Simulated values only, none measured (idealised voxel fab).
This section sets out a process module, namely voxel wiring stack.
For reference, the cross-section in this document is cut, with width 235 nm and square cells of 5 nm.
The cross-sections in this document take the form of a grid made of square cells. They are written out as bands, in order from top to bottom. Each band consists of one or more rows of cells. Look at the band entry: it leads with the top's height and the bottom's height in nm. Then it lists the materials left to right, with a width in nm for each. The word "all across" on a single material says that material fills the band edge to edge. The word "air" is empty space. Height is counted from the level 0, under which the received wafer is composed throughout of one material. The lowest of the bands is not closed at the bottom but continues downward, in the notation "0 and below". With a width like "30->40", each row of cells in the band differs from the next by the same amount, the top row carrying the first number and the bottom row the second. Where the words "changes: none" appear for a step, the cross-section shows no cell changed by that step; every cell remained as before. You'll see "Sealed internal voids" listing empty spaces that have no way open to the top, as long as they're 8 cells or more; the notation is width x height at distance, where the distance is from the left edge, and all of it is in nm. It should be noted that, on the line of a given step, the content following the step's settings is a remark produced by the simulator itself with respect to that step. Steps that use a mask can have "overlay nm" on their line. It says how far the mask sat to the right of where it was meant to be. Negative means to the left.
Set out below are the planned steps of the process:
1: RECEIVE with material Si
2: CONFORMAL_DEP with material SiO2, thk nm 10
3: CONFORMAL_DEP with material SiCN, thk nm 5
4: DIRECTIONAL_DEP with material SiO2, thk nm 25
5: MASKED_ETCH with tone open, mask id METAL_1, width nm 25, pitch nm 45, etch materials SiO2, depth nm 25, overlay nm 0
6: MASKED_ETCH with tone open, mask id METAL_1, width nm 25, pitch nm 45, etch materials SiCN, depth nm 5, overlay nm 0
7: CONFORMAL_DEP with material TiN, thk nm 5
8: FILL_DEP with material Cu, thk nm 10
9: CMP with height nm 40
10: CONFORMAL_DEP with material SiCN, thk nm 5
11: DIRECTIONAL_DEP with material lowk, thk nm 30
12: DIRECTIONAL_DEP with material aC, thk nm 10
13: PATTERN with tone open, mask id METAL_2_HOLES, material resist, width nm 15, pitch nm 90, thk nm 30, overlay nm 0
14: DIRECTIONAL_ETCH with etch materials aC, depth nm 10
15: STRIP with etch materials resist
16: DIRECTIONAL_ETCH with etch materials lowk, depth nm 30
17: STRIP with etch materials aC
18: MASKED_ETCH with tone open, mask id METAL_2, width nm 25, pitch nm 45, etch materials lowk, depth nm 20, overlay nm 0
19: MASKED_ETCH with tone open, mask id METAL_2, width nm 25, pitch nm 45, etch materials SiCN, depth nm 5, overlay nm 0
20: CONFORMAL_DEP with material TiN, thk nm 5
21: FILL_DEP with material Cu, thk nm 5
22: CMP with height nm 75
23: CONFORMAL_DEP with material SiCN, thk nm 5
24: DIRECTIONAL_DEP with material lowk, thk nm 20
25: MASKED_ETCH with tone open, mask id PLUG_2, width nm 15, pitch nm 90, etch materials lowk, depth nm 20, overlay nm 0
26: MASKED_ETCH with tone open, mask id PLUG_2, width nm 15, pitch nm 90, etch materials SiCN, depth nm 5, overlay nm 0
27: EPI with material Ru, thk nm 10
28: EPI with material Ru, thk nm 10
29: EPI with material Ru, thk nm 5
30: CONFORMAL_DEP with material SiN, thk nm 5
31: DIRECTIONAL_DEP with material lowk, thk nm 15
32: PATTERN with tone open, mask id METAL_3, material resist, width nm 25, pitch nm 45, thk nm 20, overlay nm 0
33: DIRECTIONAL_ETCH with etch materials lowk, depth nm 15
34: DIRECTIONAL_ETCH with etch materials SiN, depth nm 5
35: STRIP with etch materials resist
36: CONFORMAL_DEP with material TiN, thk nm 5
37: FILL_DEP with material Cu, thk nm 10
38: CMP with height nm 120
39: EPI with material Ru, thk nm 5
40: FILL_DEP with material SiCN, thk nm 5
41: DIRECTIONAL_DEP with material SiO2, thk nm 10
42: PATTERN with tone open, mask id PLUG_3, material resist, width nm 15, pitch nm 45, thk nm 15, overlay nm 0
43: DIRECTIONAL_ETCH with etch materials SiO2, depth nm 10
44: DIRECTIONAL_ETCH with etch materials SiCN, depth nm 5
45: STRIP with etch materials resist
46: EPI with material Ru, thk nm 10
47: EPI with material Ru, thk nm 5
48: CONFORMAL_DEP with material SiCN, thk nm 5
49: DIRECTIONAL_DEP with material SiO2, thk nm 20
50: PATTERN with tone open, mask id METAL_4, material resist, width nm 25, pitch nm 45, thk nm 15, overlay nm 0
51: DIRECTIONAL_ETCH with etch materials SiO2, depth nm 20
52: DIRECTIONAL_ETCH with etch materials SiCN, depth nm 5
53: STRIP with etch materials resist
54: CONFORMAL_DEP with material TiN, thk nm 5
55: FILL_DEP with material W, thk nm 10
56: CMP with height nm 165
57: CONFORMAL_DEP with material SiCN, thk nm 5
Incoming wafer in cross-section (state: after step 1):
	0 and below  Si all across
	Sealed internal voids: none
First of two wafers at the end of the module, shown in cross-section; run carried out as planned:
	170 down to 165  SiCN all across
	165 down to 145  SiO2=60 / TiN=5 / W=15 / TiN=5 / SiO2=20 / TiN=5 / W=15 / TiN=5 / SiO2=20 / TiN=5 / W=15 / TiN=5 / SiO2=60
	145 down to 140  SiCN=60 / TiN=25 / SiCN=20 / TiN=25 / SiCN=20 / TiN=25 / SiCN=60
	140 down to 130  SiO2=60 / Ru=15 / SiO2=30 / Ru=15 / SiO2=30 / Ru=15 / SiO2=70
	130 down to 120  SiCN=60->55 / Ru=15->35 / SiCN=30->10 / Ru=15->35 / SiCN=30->10 / Ru=15->35 / SiCN=70->55
	120 down to 105  lowk=60 / TiN=5 / Cu=15 / TiN=5 / lowk=20 / TiN=5 / Cu=15 / TiN=5 / lowk=20 / TiN=5 / Cu=15 / TiN=5 / lowk=60
	105 down to 100  SiN=60 / TiN=25 / SiN=20 / TiN=25 / SiN=20 / TiN=25 / SiN=60
	100 down to 80  lowk=60 / Ru=15 / lowk=75 / Ru=15 / lowk=70
	80 down to 75  SiCN=60 / Ru=15 / SiCN=75 / Ru=15 / SiCN=70
	75 down to 60  lowk=60 / TiN=5 / Cu=15 / TiN=5 / lowk=20 / TiN=5 / Cu=15 / TiN=5 / lowk=20 / TiN=5 / Cu=15 / TiN=5 / lowk=60
	60 down to 55  lowk=60 / TiN=5 / Cu=5 / TiN=15 / lowk=20 / TiN=25 / lowk=20 / TiN=5 / Cu=5 / TiN=15 / lowk=60
	55 down to 45  lowk=60 / TiN=5 / Cu=5 / TiN=5 / lowk=75 / TiN=5 / Cu=5 / TiN=5 / lowk=70
	45 down to 40  SiCN=60 / TiN=15 / SiCN=75 / TiN=15 / SiCN=70
	40 down to 15  SiO2=60 / TiN=5 / Cu=15 / TiN=5 / SiO2=20 / TiN=5 / Cu=15 / TiN=5 / SiO2=20 / TiN=5 / Cu=15 / TiN=5 / SiO2=60
	15 down to 10  SiCN=60 / TiN=25 / SiCN=20 / TiN=25 / SiCN=20 / TiN=25 / SiCN=60
	10 down to 0  SiO2 all across
	0 and below  Si all across
	Sealed internal voids: none
Wafer two cross-section, module end. Start and plan unchanged from wafer one; one mistake made during the run:
	170 down to 165  SiCN all across
	165 down to 145  SiO2=60 / TiN=5 / W=15 / TiN=5 / SiO2=20 / TiN=5 / W=15 / TiN=5 / SiO2=20 / TiN=5 / W=15 / TiN=5 / SiO2=60
	145 down to 140  SiCN=60 / TiN=25 / SiCN=20 / TiN=25 / SiCN=20 / TiN=25 / SiCN=60
	140 down to 130  SiO2=60 / Ru=15 / SiO2=30 / Ru=15 / SiO2=30 / Ru=15 / SiO2=70
	130 down to 120  SiCN=60->55 / Ru=15->35 / SiCN=30->10 / Ru=15->35 / SiCN=30->10 / Ru=15->35 / SiCN=70->55
	120 down to 105  lowk=60 / TiN=5 / Cu=15 / TiN=5 / lowk=20 / TiN=5 / Cu=15 / TiN=5 / lowk=20 / TiN=5 / Cu=15 / TiN=5 / lowk=60
	105 down to 100  SiN=60 / TiN=25 / SiN=20 / TiN=25 / SiN=20 / TiN=25 / SiN=60
	100 down to 80  lowk=60 / Ru=15 / lowk=75 / Ru=15 / lowk=70
	80 down to 75  SiCN=60 / Ru=15 / SiCN=75 / Ru=15 / SiCN=70
	75 down to 60  lowk=60 / TiN=5 / Cu=15 / TiN=5 / lowk=20 / TiN=5 / Cu=15 / TiN=5 / lowk=20 / TiN=5 / Cu=15 / TiN=5 / lowk=60
	60 down to 55  lowk=60 / TiN=5 / Cu=5 / TiN=15 / lowk=20 / TiN=25 / lowk=20 / TiN=5 / Cu=5 / TiN=15 / lowk=60
	55 down to 45  lowk=60 / TiN=5 / Cu=5 / TiN=5 / lowk=75 / TiN=5 / Cu=5 / TiN=5 / lowk=70
	45 down to 40  SiCN=60 / TiN=15 / SiCN=75 / TiN=15 / SiCN=70
	40 down to 35  TiN=65 / Cu=15 / TiN=30 / Cu=15 / TiN=30 / Cu=15 / TiN=65
	35 down to 15  SiO2=60 / TiN=5 / Cu=15 / TiN=5 / SiO2=20 / TiN=5 / Cu=15 / TiN=5 / SiO2=20 / TiN=5 / Cu=15 / TiN=5 / SiO2=60
	15 down to 10  SiCN=60 / TiN=25 / SiCN=20 / TiN=25 / SiCN=20 / TiN=25 / SiCN=60
	10 down to 0  SiO2 all across
	0 and below  Si all across
	Sealed internal voids: none
Here's what went sideways: step 4 was run on a setting that differed from the plan, and what really ran there is DIRECTIONAL_DEP with material SiO2, thk nm 20
At the finish, the second wafer shows more or fewer cells for some materials than the first does: 32 fewer of SiO2, 32 more of TiN
